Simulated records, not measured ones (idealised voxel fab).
Name of the process module below: voxel self aligned contacts
Square cells of 5 nm make up the cross-section cut, whose width is 205 nm.
Cross-sections here: square-cell grids, written as top-down lists of bands, a band being one or more rows of cells.
In this notation a band is specified by the heights of its top and bottom, in that order and in nm, after which its materials appear from left to right, each paired with its width in nm. The word "everywhere" attached to a single material means that material fills the band from edge to edge; the word "empty" stands for empty space.
Convention: height 0 is the level below which the wafer, as received, is all one material. The lowest band does not terminate at the bottom but continues downward, represented as "0 down".
So if you see something like "30 to 40" for the width, read it as the top row of the band sitting at the first number and the bottom row at the second, with every row in between moving by the same amount as the last.
The designation "no alteration", where it is given for a processing step, indicates that no cell of the cross-section was altered in the course of that step.
You'll see "Completely enclosed voids" listing empty spaces that have no way open to the top, as long as they're 8 cells or more; the notation is width x height at distance, where the distance is from the left edge, and all of it is in nm.
On a step's line, text after the settings is the simulator commenting on that step.
Each step line may optionally specify "overlay nm", which for a step with a mask gives the rightward distance between the mask's planned place and where it lay, a negative value indicating the leftward direction.

# Listed below are the process steps as planned
1) RECEIVE | material Si
2) CONFORMAL_DEP | material SiO2 | thk nm 5
3) DIRECTIONAL_DEP | material polySi | thk nm 20
4) DIRECTIONAL_DEP | material SiN | thk nm 20
5) MASKED_ETCH | tone cover | mask id GATE | width nm 35 | pitch nm 70 | etch materials SiN | depth nm 20 | overlay nm 0
6) MASKED_ETCH | tone cover | mask id GATE | width nm 35 | pitch nm 70 | etch materials polySi | depth nm 20 | overlay nm 0
7) CONFORMAL_DEP | material SiN | thk nm 10
8) DIRECTIONAL_ETCH | etch materials SiN | depth nm 10
9) FILL_DEP | material SiO2 | thk nm 10
10) CMP | height nm 50
11) PATTERN | tone open | mask id CONTACT | material resist | width nm 45 | pitch nm 70 | thk nm 20 | overlay nm 0
12) DIRECTIONAL_ETCH | etch materials SiO2 | depth nm 50
13) STRIP | etch materials resist
14) CONFORMAL_DEP | material TiN | thk nm 5
15) FILL_DEP | material Ru | thk nm 10
16) CMP | height nm 50
17) CONFORMAL_DEP | material SiCN | thk nm 5

# Cross-sectional view of the wafer in its as-received condition, corresponding to the state after step 1
    0 down = Si everywhere
    Completely enclosed voids: none

# Here's the wafer cut in cross-section after the module, started and planned just like above, except one thing was done wrong in the run
    70 to 65 = SiCN everywhere
    65 to 55 = Ru everywhere
    55 to 50 = TiN 50 | Ru 35 | TiN 35 | Ru 35 | TiN 50
    50 to 45 = SiO2 45 | TiN 20 | Ru 5 | TiN 20 | SiO2 25 | TiN 20 | Ru 5 | TiN 20 | SiO2 45
    45 to 25 = SiO2 5 | SiN 55 | TiN 5 | Ru 5 | TiN 5 | SiN 55 | TiN 5 | Ru 5 | TiN 5 | SiN 55 | SiO2 5
    25 to 5 = SiO2 5 | SiN 10 | polySi 35 | SiN 10 | TiN 5 | Ru 5 | TiN 5 | SiN 10 | polySi 35 | SiN 10 | TiN 5 | Ru 5 | TiN 5 | SiN 10 | polySi 35 | SiN 10 | SiO2 5
    5 to 0 = SiO2 60 | TiN 15 | SiO2 55 | TiN 15 | SiO2 60
    0 down = Si everywhere
    Completely enclosed voids: none
Want to know what went wrong? step 16 of the plan got skipped, so it never ran
